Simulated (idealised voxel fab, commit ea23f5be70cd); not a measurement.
process module | voxel released beams
cross-section cut | 245 nm wide | cells 5 nm
A cross-section is a grid of square cells, given in bands from the top down. A band is one or more rows of cells.
Each band's line starts with the height of the band's top and of its bottom, in nm. Then come its materials from left to right, each with its width in nm. One material with "throughout" fills the band from edge to edge. "air" is empty space.
Height 0 is the level under which the wafer as received is all one material. The lowest band goes on downwards, as in "0 down".
A width such as "30 to 40" changes by the same amount from each row of cells to the next, from the band's top row to its bottom row.
"no change" after a step means that no cell of the cross-section changed.
closed voids: empty space of 8 cells or more with no open way to the top, each as width x height at its distance from the left edge, in nm
after a step's settings: what the simulator itself notes on the step
overlay nm, on a step with a mask: how far to the right of its planned place the mask lay; to the left if negative
plan
1 op RECEIVE | material Si
2 op CONFORMAL_DEP | material Al2O3 | thk nm 5
3 op DIRECTIONAL_DEP | material SiO2 | thk nm 15
4 op PATTERN | tone open | mask id ANCHOR | material resist | width nm 45 | thk nm 15 | overlay nm 0
5 op DIRECTIONAL_ETCH | etch materials SiO2 | depth nm 15
6 op STRIP | etch materials resist
7 op CONFORMAL_DEP | material W | thk nm 15
8 op PATTERN | tone cover | mask id BEAM | material resist | width nm 105 | thk nm 20 | overlay nm 0
9 op DIRECTIONAL_ETCH | etch materials W | depth nm 15
10 op STRIP | etch materials resist
11 op STRIP | etch materials SiO2
as received, after step 1
  0 down: Si throughout
  closed voids: none
a wafer at the end: this start, this plan, one mistake
  40 to 25: air 65 | W 25 | air 5 | W 75 | air 75
  25 to 20: W throughout
  20 to 5: SiO2 70 | W 45 | SiO2 130
  5 to 0: Al2O3 throughout
  0 down: Si throughout
  closed voids: none
what went wrong: step 7 ran as: op CONFORMAL_DEP | material W | thk nm 20
